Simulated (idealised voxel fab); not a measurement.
A process module follows: voxel wiring stack.
Pictured: cross-section cut, 275 nm wide, on a grid of 5 nm square cells.
This document writes a cross-section as a grid whose cells are square, and gives it as bands, listed from the top down; one or more rows of cells form a band. The band entry comprises the height of the band's top followed by the height of its bottom, expressed in nm, and subsequently the band's materials from left to right, each stated together with its width in nm. Where a single material is marked with the word "full width", that material fills the band from edge to edge. The word "air" represents empty space. Heights are measured from 0, the level below which the as-received wafer is all one material; the lowest band has no bottom and continues downward, written as in "from 0 down". Quick explanation for "30->40": the width changes in equal steps down the rows of cells, from the first number in the band's top row to the second number in its bottom row. When a step is marked "no alterations made", none of the cells in the cross-section changed during that step. Any empty space of 8 cells or more lacking an open way to the top shows up in "Closed cavities" as width x height at distance, distance from the left edge, in nm. It should be noted that, on the line of a given step, the content following the step's settings is a remark produced by the simulator itself with respect to that step. You can add "overlay nm" to a step's line. For a step with a mask, it describes how far the mask lay to the right of its planned position, and a negative number describes a lay to the left.
# Planned step list for the process
1. RECEIVE: material Si
2. CONFORMAL_DEP: material SiO2, thk nm 15
3. CONFORMAL_DEP: material SiCN, thk nm 5
4. DIRECTIONAL_DEP: material lowk, thk nm 20
5. MASKED_ETCH: tone open, mask id METAL_1, width nm 30, pitch nm 55, etch materials lowk, depth nm 20, overlay nm 0
6. MASKED_ETCH: tone open, mask id METAL_1, width nm 30, pitch nm 55, etch materials SiCN, depth nm 5, overlay nm 0
7. CONFORMAL_DEP: material TiN, thk nm 5
8. FILL_DEP: material Ru, thk nm 5
9. CMP: height nm 40
10. CONFORMAL_DEP: material SiCN, thk nm 5
11. DIRECTIONAL_DEP: material lowk, thk nm 25
12. DIRECTIONAL_DEP: material aC, thk nm 10
13. PATTERN: tone open, mask id METAL_2, material resist, width nm 30, pitch nm 55, thk nm 25, overlay nm 0
14. DIRECTIONAL_ETCH: etch materials aC, depth nm 10
15. STRIP: etch materials resist
16. DIRECTIONAL_ETCH: etch materials lowk, depth nm 15
17. STRIP: etch materials aC
18. DIRECTIONAL_DEP: material aC, thk nm 15
19. PATTERN: tone open, mask id METAL_2_HOLES, material resist, width nm 15, pitch nm 55, thk nm 30, overlay nm 0
20. DIRECTIONAL_ETCH: etch materials aC, depth nm 15
21. STRIP: etch materials resist
22. DIRECTIONAL_ETCH: etch materials lowk, depth nm 10
23. DIRECTIONAL_ETCH: etch materials SiCN, depth nm 5
24. STRIP: etch materials aC
25. CONFORMAL_DEP: material TiN, thk nm 5
26. FILL_DEP: material Cu, thk nm 10
27. CMP: height nm 70
28. CONFORMAL_DEP: material SiCN, thk nm 5
# Shown in cross-section is the wafer as received, that is, as it stands after step 1
	from 0 down = Si full width
	Closed cavities: none
# Here's the wafer cut in cross-section after the module, started and planned just like above, except one thing was done wrong in the run
	from 75 to 70 = SiCN full width
	from 70 to 60 = 40 of lowk, 5 of TiN, 20 of Cu, 5 of TiN, 25 of lowk, 5 of TiN, 20 of Cu, 5 of TiN, 25 of lowk, 5 of TiN, 20 of Cu, 5 of TiN, 25 of lowk, 5 of TiN, 20 of Cu, 5 of TiN, 40 of lowk
	from 60 to 55 = 40 of lowk, 5 of TiN, 5 of Cu, 20 of TiN, 25 of lowk, 5 of TiN, 5 of Cu, 20 of TiN, 25 of lowk, 5 of TiN, 5 of Cu, 20 of TiN, 25 of lowk, 5 of TiN, 5 of Cu, 20 of TiN, 40 of lowk
	from 55 to 45 = 40 of lowk, 5 of TiN, 5 of Cu, 5 of TiN, 40 of lowk, 5 of TiN, 5 of Cu, 5 of TiN, 40 of lowk, 5 of TiN, 5 of Cu, 5 of TiN, 40 of lowk, 5 of TiN, 5 of Cu, 5 of TiN, 55 of lowk
	from 45 to 40 = 40 of SiCN, 15 of TiN, 40 of SiCN, 15 of TiN, 40 of SiCN, 15 of TiN, 40 of SiCN, 15 of TiN, 55 of SiCN
	from 40 to 25 = 35 of Ru, 5 of TiN, 30 of lowk, 5 of TiN, 15 of Ru, 5 of TiN, 30 of lowk, 5 of TiN, 15 of Ru, 5 of TiN, 30 of lowk, 5 of TiN, 15 of Ru, 5 of TiN, 30 of lowk, 5 of TiN, 35 of Ru
	from 25 to 20 = 40 of TiN, 30 of lowk, 25 of TiN, 30 of lowk, 25 of TiN, 30 of lowk, 25 of TiN, 30 of lowk, 40 of TiN
	from 20 to 15 = SiCN full width
	from 15 to 0 = SiO2 full width
	from 0 down = Si full width
	Closed cavities: none
Deviation from plan: step 5 was run on a setting that differed from the plan, and what really ran there is MASKED_ETCH: tone cover, mask id METAL_1, width nm 30, pitch nm 55, etch materials lowk, depth nm 20, overlay nm 0
